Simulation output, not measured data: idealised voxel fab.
process module | voxel fin reveal
cross-section cut | 225 nm wide | cells 5 nm
A cross-section is a grid of square cells, given in bands from the top down. A band is one or more rows of cells.
Each band's line starts with the height of the band's top and of its bottom, in nm. Then come its materials from left to right, each with its width in nm. One material with "throughout" fills the band from edge to edge. "air" is empty space.
Height 0 is the level under which the wafer as received is all one material. The lowest band goes on downwards, as in "0 down".
A width such as "30 to 40" changes by the same amount from each row of cells to the next, from the band's top row to its bottom row.
"no change" after a step means that no cell of the cross-section changed.
closed voids: empty space of 8 cells or more with no open way to the top, each as width x height at its distance from the left edge, in nm
after a step's settings: what the simulator itself notes on the step
overlay nm, on a step with a mask: how far to the right of its planned place the mask lay; to the left if negative
plan
1 op RECEIVE | material Si
2 op CONFORMAL_DEP | material SiN | thk nm 5
3 op MASKED_ETCH | tone cover | mask id FINS | width nm 15 | pitch nm 35 | etch materials SiN | depth nm 5 | overlay nm 0
4 op MASKED_ETCH | tone cover | mask id FINS | width nm 15 | pitch nm 35 | etch materials Si | depth nm 35 | overlay nm 0
5 op FILL_DEP | material SiO2 | thk nm 5
6 op CMP | height nm 5
7 op SELECTIVE_ETCH | etch materials SiO2 | depth nm 30
8 op STRIP | etch materials SiN
9 op CONFORMAL_DEP | material SiO2 | thk nm 5
first wafer, as planned
as received, after step 1
  0 down: Si throughout
  closed voids: none
after step 2
  5 to 0: SiN throughout
  below 0: unchanged
after step 3
  5 to 0: air 70 | SiN 15 | air 20 | SiN 15 | air 20 | SiN 15 | air 70
  below 0: unchanged
after step 4
  5 to 0: air 70 | SiN 15 | air 20 | SiN 15 | air 20 | SiN 15 | air 70
  0 to -35: air 70 | Si 15 | air 20 | Si 15 | air 20 | Si 15 | air 70
  below -35: unchanged
after step 5
  10 to 5: SiO2 throughout
  5 to 0: SiO2 70 | SiN 15 | SiO2 20 | SiN 15 | SiO2 20 | SiN 15 | SiO2 70
  0 to -35: SiO2 70 | Si 15 | SiO2 20 | Si 15 | SiO2 20 | Si 15 | SiO2 70
  below -35: unchanged
after step 6
  5 to 0: SiO2 70 | SiN 15 | SiO2 20 | SiN 15 | SiO2 20 | SiN 15 | SiO2 70
  below 0: unchanged
after step 7
  5 to 0: air 70 | SiN 15 | air 20 | SiN 15 | air 20 | SiN 15 | air 70
  0 to -25: air 70 | Si 15 | air 20 | Si 15 | air 20 | Si 15 | air 70
  below -25: unchanged
after step 8
  0 to -25: air 70 | Si 15 | air 20 | Si 15 | air 20 | Si 15 | air 70
  below -25: unchanged
after step 9
  5 to 0: air 65 | SiO2 25 | air 10 | SiO2 25 | air 10 | SiO2 25 | air 65
  0 to -20: air 65 | SiO2 5 | Si 15 | SiO2 5 | air 10 | SiO2 5 | Si 15 | SiO2 5 | air 10 | SiO2 5 | Si 15 | SiO2 5 | air 65
  -20 to -35: SiO2 70 | Si 15 | SiO2 20 | Si 15 | SiO2 20 | Si 15 | SiO2 70
  below -35: unchanged
second wafer: like start, like plan, one mistake. Through step 5 it matches the first wafer
when step 6 should have ended
  -5 to -35: SiO2 70 | Si 15 | SiO2 20 | Si 15 | SiO2 20 | Si 15 | SiO2 70
  below -35: unchanged
when step 7 should have ended
  -5 to -35: air 70 | Si 15 | air 20 | Si 15 | air 20 | Si 15 | air 70
  below -35: unchanged
when step 8 should have ended: no change
when step 9 should have ended
  0 to -5: air 65 | SiO2 25 | air 10 | SiO2 25 | air 10 | SiO2 25 | air 65
  -5 to -30: air 65 | SiO2 5 | Si 15 | SiO2 5 | air 10 | SiO2 5 | Si 15 | SiO2 5 | air 10 | SiO2 5 | Si 15 | SiO2 5 | air 65
  -30 to -35: SiO2 70 | Si 15 | SiO2 20 | Si 15 | SiO2 20 | Si 15 | SiO2 70
  below -35: unchanged
what went wrong: step 6 ran as: op CMP | height nm -5
at the end the second wafer has, in cells: 9 fewer of Si | 66 fewer of SiO2
